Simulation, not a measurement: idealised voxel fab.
process module | voxel quadruple lines
cross-section cut | 260 nm wide | cells 5 nm
A cross-section is a grid of square cells, given in bands from the top down. A band is one or more rows of cells.
Each band's line starts with the height of the band's top and of its bottom, in nm. Then come its materials from left to right, each with its width in nm. One material with "throughout" fills the band from edge to edge. "air" is empty space.
Height 0 is the level under which the wafer as received is all one material. The lowest band goes on downwards, as in "0 down".
A width such as "30 to 40" changes by the same amount from each row of cells to the next, from the band's top row to its bottom row.
"no change" after a step means that no cell of the cross-section changed.
closed voids: empty space of 8 cells or more with no open way to the top, each as width x height at its distance from the left edge, in nm
after a step's settings: what the simulator itself notes on the step
overlay nm, on a step with a mask: how far to the right of its planned place the mask lay; to the left if negative
plan
1 op RECEIVE | material Si
2 op CONFORMAL_DEP | material SiO2 | thk nm 5
3 op DIRECTIONAL_DEP | material Ru | thk nm 10
4 op DIRECTIONAL_DEP | material polySi | thk nm 15
5 op DIRECTIONAL_DEP | material aC | thk nm 20
6 op PATTERN | tone cover | mask id MANDREL | material resist | width nm 35 | thk nm 25 | overlay nm 0
7 op DIRECTIONAL_ETCH | etch materials aC | depth nm 20
8 op STRIP | etch materials resist
9 op CONFORMAL_DEP | material SiO2 | thk nm 15
10 op DIRECTIONAL_ETCH | etch materials SiO2 | depth nm 15
11 op STRIP | etch materials aC
12 op DIRECTIONAL_ETCH | etch materials polySi | depth nm 15
13 op STRIP | etch materials SiO2
14 op CONFORMAL_DEP | material SiCN | thk nm 10
15 op DIRECTIONAL_ETCH | etch materials SiCN | depth nm 10
16 op STRIP | etch materials polySi
17 op DIRECTIONAL_ETCH | etch materials Ru | depth nm 10
18 op STRIP | etch materials SiCN
as received, after step 1
  0 down: Si throughout
  closed voids: none
a wafer at the end: this start, this plan, one mistake
  15 to 5: air 90 | Ru 10 | air 15 | Ru 10 | air 15 | Ru 10 | air 15 | Ru 10 | air 85
  5 to 0: SiO2 throughout
  0 down: Si throughout
  closed voids: none
what went wrong: step 6 ran as: op PATTERN | tone cover | mask id MANDREL | material resist | width nm 35 | thk nm 25 | overlay nm 5
